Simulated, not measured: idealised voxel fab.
process module | voxel local oxidation
cross-section cut | 270 nm wide | cells 5 nm
A cross-section is a grid of square cells, given in bands from the top down. A band is one or more rows of cells.
Each band's line starts with the height of the band's top and of its bottom, in nm. Then come its materials from left to right, each with its width in nm. One material with "throughout" fills the band from edge to edge. "air" is empty space.
Height 0 is the level under which the wafer as received is all one material. The lowest band goes on downwards, as in "0 down".
A width such as "30 to 40" changes by the same amount from each row of cells to the next, from the band's top row to its bottom row.
"no change" after a step means that no cell of the cross-section changed.
closed voids: empty space of 8 cells or more with no open way to the top, each as width x height at its distance from the left edge, in nm
after a step's settings: what the simulator itself notes on the step
overlay nm, on a step with a mask: how far to the right of its planned place the mask lay; to the left if negative
plan
1 op RECEIVE | material Si
2 op OXIDIZE | depth nm 5
3 op CONFORMAL_DEP | material SiN | thk nm 10
4 op DIRECTIONAL_DEP | material aC | thk nm 15
5 op PATTERN | tone cover | mask id ACTIVE | material resist | width nm 120 | thk nm 30 | overlay nm 0
6 op DIRECTIONAL_ETCH | etch materials aC | depth nm 15
7 op STRIP | etch materials resist
8 op DIRECTIONAL_ETCH | etch materials SiN | depth nm 10
9 op STRIP | etch materials aC
10 op SELECTIVE_ETCH | etch materials SiO2 | depth nm 5
11 op OXIDIZE | depth nm 10
12 op STRIP | etch materials SiN
as received, after step 1
  0 down: Si throughout
  closed voids: none
first wafer at the end, as planned
  0 to -5: air 80 | SiO2 110 | air 80
  -5 to -15: SiO2 90 | Si 90 | SiO2 90
  -15 down: Si throughout
  closed voids: none
second wafer at the end: like start, like plan, one mistake
  0 to -5: SiO2 70 | air 130 | SiO2 70
  -5 to -15: Si 60 | SiO2 150 | Si 60
  -15 down: Si throughout
  closed voids: none
what went wrong: step 5 ran as: op PATTERN | tone open | mask id ACTIVE | material resist | width nm 120 | thk nm 30 | overlay nm 0
at the end the second wafer has, in cells: 12 more of Si | 6 fewer of SiO2
